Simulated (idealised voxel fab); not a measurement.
Presented below is a process module, voxel fin reveal.
It is cross-section cut that appears here, measuring 295 nm in width, its square cells being 5 nm in size.
We lay out every cross-section as a grid of square cells and spell it out in bands from the top down, where one band means one or more rows of cells.
First you get the band's top height and its bottom height, in nm, and then the materials it's made of, left to right, with each width in nm. If you see a single material with "everywhere", that one covers the band edge to edge. "blank" is empty space.
Beneath 0, the wafer as received is one material, and that level is where height counting begins. The lowest band goes on downward without a bottom; it is written like "0 -> down".
A width such as "30->40" changes by the same amount from each row of cells to the next, from the band's top row to its bottom row.
"nothing different" (step): cross-section cells unchanged, all of them.
Any empty space of 8 cells or more lacking an open way to the top shows up in "Sealed internal cavities" as width x height at distance, distance from the left edge, in nm.
Step line, after settings: the simulator's comment on this step.
overlay nm: on a step with a mask, how far right of its planned place the mask lay; negative means left.
Steps in the process plan:
1,RECEIVE (material Si)
2,CONFORMAL_DEP (material SiN; thk nm 10)
3,DIRECTIONAL_DEP (material aC; thk nm 10)
4,PATTERN (tone cover; mask id FINS; material resist; width nm 15; pitch nm 45; thk nm 30; overlay nm 0)
5,DIRECTIONAL_ETCH (etch materials aC; depth nm 10)
6,STRIP (etch materials resist)
7,DIRECTIONAL_ETCH (etch materials SiN; depth nm 5)
8,DIRECTIONAL_ETCH (etch materials Si; depth nm 40)
9,STRIP (etch materials aC)
10,FILL_DEP (material SiO2; thk nm 5)
11,CMP (height nm 10)
12,SELECTIVE_ETCH (etch materials SiO2; depth nm 25)
13,STRIP (etch materials SiN)
Every wafer here starts from the same state; it is the step 7 depth nm that distinguishes them, and the value the plan gives belongs to the first wafer.
Cross-section of the first of several received wafers, showing its state after step 1:
> 0 -> down | Si everywhere
> Sealed internal cavities: none
Per-wafer rows below. For each material: cells gained (+) or lost (-) since the wafer was received, as of end of module. Then: closed voids:
depth nm 5, not one cell of the cross-section changed, Sealed internal cavities: none
depth nm 10, -376 Si, +235 SiO2, Sealed internal cavities: none
depth nm 15, -376 Si, +235 SiO2, Sealed internal cavities: none
depth nm 20, -376 Si, +235 SiO2, Sealed internal cavities: none
depth nm 25, -376 Si, +235 SiO2, Sealed internal cavities: none
